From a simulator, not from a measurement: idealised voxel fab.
Presented below is a process module, voxel transistor to metal.
Square cell edge 5 nm, section width 300 nm, ID cut.
In what follows, cross-sections appear as grids of square cells, described through bands that run from the top down, where every band is one or more rows of cells.
Basically the band line says how high the top is and how high the bottom is, in nm, and then what's in it from left to right, every material with its width in nm. Empty space shows up as "empty", and if a single material carries "edge to edge" it runs the full band edge to edge.
Height datum 0, below which the as-received substrate wafer is one material. Lowest band open at the bottom, running downward: "from 0 down".
A two-number width, for instance "30..40", indicates that the width is equal to the first number in the top row of the band and to the second number in the bottom row, and that it changes by a constant amount per row of cells.
It should be understood that the words "remained unchanged", when stated for a given step, signify that the cross-section underwent no change in any of its cells during that step.
"Closed void inventory" contains a list of empty spaces, each no smaller than 8 cells and without an open way to the top, written in the form width x height at distance with the distance from the left edge and all three in nm.
On each step's line, the part that comes after the settings is the simulator's own comment on the step.
For masked steps, "overlay nm" on the step line gives how far right of plan the mask actually lay; a minus sign means it lay to the left.
INTENDED PROCESS STEPS
step 1: RECEIVE | material Si
step 2: CONFORMAL_DEP | material SiO2 | thk nm 5
step 3: CONFORMAL_DEP | material SiN | thk nm 10
step 4: DIRECTIONAL_DEP | material aC | thk nm 15
step 5: PATTERN | tone cover | mask id ACTIVE | material resist | width nm 120 | pitch nm 140 | thk nm 30 | overlay nm 0
step 6: DIRECTIONAL_ETCH | etch materials aC | depth nm 15
step 7: STRIP | etch materials resist
step 8: DIRECTIONAL_ETCH | etch materials SiN | depth nm 10
step 9: DIRECTIONAL_ETCH | etch materials SiO2 | depth nm 5
step 10: DIRECTIONAL_ETCH | etch materials Si | depth nm 20
step 11: STRIP | etch materials aC
step 12: OXIDIZE | depth nm 5
step 13: FILL_DEP | material SiO2 | thk nm 10
step 14: CMP | height nm 15
step 15: SELECTIVE_ETCH | etch materials SiO2 | depth nm 10
step 16: STRIP | etch materials SiN
step 17: SELECTIVE_ETCH | etch materials SiO2 | depth nm 5
step 18: OXIDIZE | depth nm 5
step 19: DIRECTIONAL_DEP | material polySi | thk nm 25
step 20: DIRECTIONAL_DEP | material SiCN | thk nm 15
step 21: PATTERN | tone cover | mask id GATE | material resist | width nm 20 | pitch nm 140 | thk nm 15 | overlay nm 0
step 22: DIRECTIONAL_ETCH | etch materials SiCN | depth nm 25
step 23: DIRECTIONAL_ETCH | etch materials polySi | depth nm 35
step 24: STRIP | etch materials resist
step 25: CONFORMAL_DEP | material SiN | thk nm 5
step 26: DIRECTIONAL_ETCH | etch materials SiN | depth nm 5
step 27: DIRECTIONAL_ETCH | etch materials SiO2 | depth nm 5
step 28: DIRECTIONAL_ETCH | etch materials Si | depth nm 5
step 29: EPI | material nSi | thk nm 10
step 30: FILL_DEP | material SiO2 | thk nm 10
step 31: CMP | height nm 25
step 32: STRIP | etch materials polySi
step 33: SELECTIVE_ETCH | etch materials SiO2 | depth nm 5
step 34: CONFORMAL_DEP | material HfO2 | thk nm 5
step 35: CONFORMAL_DEP | material TiN | thk nm 5
step 36: FILL_DEP | material W | thk nm 10
step 37: CMP | height nm 20
step 38: DIRECTIONAL_DEP | material SiO2 | thk nm 10
step 39: DIRECTIONAL_DEP | material aC | thk nm 10
step 40: PATTERN | tone open | mask id CONTACT | material resist | width nm 20 | thk nm 30 | overlay nm 0
step 41: DIRECTIONAL_ETCH | etch materials aC | depth nm 10
step 42: STRIP | etch materials resist
step 43: DIRECTIONAL_ETCH | etch materials SiO2 | depth nm 30
step 44: STRIP | etch materials aC
step 45: CONFORMAL_DEP | material TiN | thk nm 5
step 46: FILL_DEP | material W | thk nm 10
step 47: CMP | height nm 30
step 48: CONFORMAL_DEP | material SiN | thk nm 5
step 49: DIRECTIONAL_DEP | material SiO2 | thk nm 15
step 50: PATTERN | tone open | mask id METAL_1 | material resist | width nm 20 | thk nm 15 | overlay nm 0
step 51: DIRECTIONAL_ETCH | etch materials SiO2 | depth nm 15
step 52: DIRECTIONAL_ETCH | etch materials SiN | depth nm 5
step 53: STRIP | etch materials resist
step 54: CONFORMAL_DEP | material TiN | thk nm 5
step 55: FILL_DEP | material Ru | thk nm 5
step 56: CMP | height nm 50
step 57: EPI | material Ru | thk nm 5
step 58: FILL_DEP | material SiCN | thk nm 5
step 59: DIRECTIONAL_DEP | material SiO2 | thk nm 30
step 60: DIRECTIONAL_DEP | material aC | thk nm 10
step 61: PATTERN | tone open | mask id METAL_2 | material resist | width nm 20 | pitch nm 140 | thk nm 30 | overlay nm 0
step 62: DIRECTIONAL_ETCH | etch materials aC | depth nm 10
step 63: STRIP | etch materials resist
step 64: DIRECTIONAL_ETCH | etch materials SiO2 | depth nm 15
step 65: STRIP | etch materials aC
step 66: MASKED_ETCH | tone open | mask id METAL_2_HOLES | width nm 15 | pitch nm 140 | etch materials SiO2 | depth nm 15 | overlay nm 0
step 67: MASKED_ETCH | tone open | mask id METAL_2_HOLES | width nm 15 | pitch nm 140 | etch materials SiCN | depth nm 5 | overlay nm 0
step 68: CONFORMAL_DEP | material TiN | thk nm 5
step 69: FILL_DEP | material Cu | thk nm 5
step 70: CMP | height nm 90
step 71: CONFORMAL_DEP | material SiN | thk nm 5
The value of width nm given for step 21 in the plan refers to the first wafer; the wafers vary in this setting and are alike at the start.
CROSS-SECTIONAL VIEW OF THE FIRST OF SEVERAL WAFERS IN THE AS-RECEIVED CONDITION, CORRESPONDING TO THE STATE FOLLOWING STEP 1
from 0 down = Si edge to edge
Closed void inventory: none
FIRST WAFER AT THE END, AFTER STEP 71
from 95 to 90 = SiN edge to edge
from 90 to 80 = 30 SiO2 | 5 TiN | 10 Cu | 5 TiN | 120 SiO2 | 5 TiN | 10 Cu | 5 TiN | 110 SiO2
from 80 to 75 = 30 SiO2 | 5 TiN | 5 Cu | 10 TiN | 120 SiO2 | 5 TiN | 5 Cu | 10 TiN | 110 SiO2
from 75 to 60 = 30 SiO2 | 5 TiN | 5 Cu | 5 TiN | 125 SiO2 | 5 TiN | 5 Cu | 5 TiN | 115 SiO2
from 60 to 55 = 30 SiCN | 15 TiN | 125 SiCN | 15 TiN | 115 SiCN
from 55 to 50 = 25 SiCN | 30 Ru | 50 SiCN | 30 Ru | 30 SiCN | 30 Ru | 50 SiCN | 30 Ru | 25 SiCN
from 50 to 35 = 30 SiO2 | 5 TiN | 10 Ru | 5 TiN | 60 SiO2 | 5 TiN | 10 Ru | 5 TiN | 40 SiO2 | 5 TiN | 10 Ru | 5 TiN | 60 SiO2 | 5 TiN | 10 Ru | 5 TiN | 30 SiO2
from 35 to 30 = 30 SiN | 20 TiN | 60 SiN | 20 TiN | 40 SiN | 20 TiN | 60 SiN | 20 TiN | 30 SiN
from 30 to 20 = 30 SiO2 | 5 TiN | 10 W | 5 TiN | 60 SiO2 | 5 TiN | 10 W | 5 TiN | 40 SiO2 | 5 TiN | 10 W | 5 TiN | 60 SiO2 | 5 TiN | 10 W | 5 TiN | 30 SiO2
from 20 to 5 = 30 SiO2 | 5 TiN | 10 W | 5 TiN | 15 SiO2 | 5 SiN | 5 HfO2 | 10 TiN | 5 HfO2 | 5 SiN | 15 SiO2 | 5 TiN | 10 W | 5 TiN | 40 SiO2 | 5 TiN | 10 W | 5 TiN | 15 SiO2 | 5 SiN | 5 HfO2 | 10 TiN | 5 HfO2 | 5 SiN | 15 SiO2 | 5 TiN | 10 W | 5 TiN | 30 SiO2
from 5 to 0 = 30 SiO2 | 20 TiN | 5 SiO2 | 10 nSi | 5 SiN | 5 HfO2 | 10 TiN | 5 HfO2 | 5 SiN | 10 nSi | 5 SiO2 | 20 TiN | 40 SiO2 | 20 TiN | 5 SiO2 | 10 nSi | 5 SiN | 5 HfO2 | 10 TiN | 5 HfO2 | 5 SiN | 10 nSi | 5 SiO2 | 20 TiN | 30 SiO2
from 0 to -5 = 20 SiO2 | 45 nSi | 30 HfO2 | 45 nSi | 20 SiO2 | 45 nSi | 30 HfO2 | 45 nSi | 20 SiO2
from -5 to -10 = 25 SiO2 | 40 nSi | 30 Si | 40 nSi | 30 SiO2 | 40 nSi | 30 Si | 40 nSi | 25 SiO2
from -10 to -25 = 25 SiO2 | 110 Si | 30 SiO2 | 110 Si | 25 SiO2
from -25 down = Si edge to edge
Closed void inventory: none
SECTIONAL VIEW OF THE LAST WAFER UPON COMPLETION OF THE MODULE
from 95 to 90 = SiN edge to edge
from 90 to 80 = 30 SiO2 | 5 TiN | 10 Cu | 5 TiN | 120 SiO2 | 5 TiN | 10 Cu | 5 TiN | 110 SiO2
from 80 to 75 = 30 SiO2 | 5 TiN | 5 Cu | 10 TiN | 120 SiO2 | 5 TiN | 5 Cu | 10 TiN | 110 SiO2
from 75 to 60 = 30 SiO2 | 5 TiN | 5 Cu | 5 TiN | 125 SiO2 | 5 TiN | 5 Cu | 5 TiN | 115 SiO2
from 60 to 55 = 30 SiCN | 15 TiN | 125 SiCN | 15 TiN | 115 SiCN
from 55 to 50 = 25 SiCN | 30 Ru | 50 SiCN | 30 Ru | 30 SiCN | 30 Ru | 50 SiCN | 30 Ru | 25 SiCN
from 50 to 35 = 30 SiO2 | 5 TiN | 10 Ru | 5 TiN | 60 SiO2 | 5 TiN | 10 Ru | 5 TiN | 40 SiO2 | 5 TiN | 10 Ru | 5 TiN | 60 SiO2 | 5 TiN | 10 Ru | 5 TiN | 30 SiO2
from 35 to 30 = 30 SiN | 20 TiN | 60 SiN | 20 TiN | 40 SiN | 20 TiN | 60 SiN | 20 TiN | 30 SiN
from 30 to 20 = 30 SiO2 | 5 TiN | 10 W | 5 TiN | 60 SiO2 | 5 TiN | 10 W | 5 TiN | 40 SiO2 | 5 TiN | 10 W | 5 TiN | 60 SiO2 | 5 TiN | 10 W | 5 TiN | 30 SiO2
from 20 to 10 = 30 SiO2 | 5 TiN | 10 W | 5 TiN | 5 SiO2 | 5 SiN | 5 HfO2 | 5 TiN | 25 W | 5 TiN | 5 HfO2 | 5 SiN | 5 TiN | 10 W | 5 TiN | 40 SiO2 | 5 TiN | 10 W | 5 TiN | 5 SiO2 | 5 SiN | 5 HfO2 | 5 TiN | 25 W | 5 TiN | 5 HfO2 | 5 SiN | 5 TiN | 10 W | 5 TiN | 30 SiO2
from 10 to 5 = 30 SiO2 | 5 TiN | 5 W | 10 TiN | 5 SiO2 | 5 SiN | 5 HfO2 | 5 TiN | 25 W | 5 TiN | 5 HfO2 | 5 SiN | 20 TiN | 40 SiO2 | 5 TiN | 5 W | 10 TiN | 5 SiO2 | 5 SiN | 5 HfO2 | 5 TiN | 25 W | 5 TiN | 5 HfO2 | 5 SiN | 20 TiN | 30 SiO2
from 5 to 0 = 30 SiO2 | 15 TiN | 10 nSi | 5 SiN | 5 HfO2 | 35 TiN | 5 HfO2 | 5 SiN | 10 nSi | 10 TiN | 40 SiO2 | 15 TiN | 10 nSi | 5 SiN | 5 HfO2 | 35 TiN | 5 HfO2 | 5 SiN | 10 nSi | 10 TiN | 30 SiO2
from 0 to -5 = 20 SiO2 | 35 nSi | 55 HfO2 | 30 nSi | 20 SiO2 | 35 nSi | 55 HfO2 | 30 nSi | 20 SiO2
from -5 to -10 = 25 SiO2 | 30 nSi | 55 Si | 25 nSi | 30 SiO2 | 30 nSi | 55 Si | 25 nSi | 25 SiO2
from -10 to -25 = 25 SiO2 | 110 Si | 30 SiO2 | 110 Si | 25 SiO2
from -25 down = Si edge to edge
Closed void inventory: none
END OF MODULE, BY WAFER: MATERIAL-BY-MATERIAL CELL GAIN (+) OR LOSS (-) SINCE RECEIPT, THEN CLOSED VOIDS
width nm 20, +16 Cu, +28 HfO2, +48 Ru, -156 Si, +90 SiCN, +120 SiN, +734 SiO2, +144 TiN, +40 W, +76 nSi, Closed void inventory: none
width nm 25, +16 Cu, +30 HfO2, +48 Ru, -154 Si, +90 SiCN, +120 SiN, +726 SiO2, +146 TiN, +46 W, +72 nSi, Closed void inventory: none
width nm 30, +16 Cu, +32 HfO2, +48 Ru, -152 Si, +90 SiCN, +120 SiN, +718 SiO2, +148 TiN, +52 W, +68 nSi, Closed void inventory: none
width nm 35, +16 Cu, +34 HfO2, +48 Ru, -150 Si, +90 SiCN, +120 SiN, +712 SiO2, +150 TiN, +56 W, +64 nSi, Closed void inventory: none
width nm 40, +16 Cu, +36 HfO2, +48 Ru, -148 Si, +90 SiCN, +120 SiN, +706 SiO2, +152 TiN, +60 W, +60 nSi, Closed void inventory: none
width nm 45, +16 Cu, +38 HfO2, +48 Ru, -146 Si, +90 SiCN, +120 SiN, +700 SiO2, +154 TiN, +64 W, +56 nSi, Closed void inventory: none
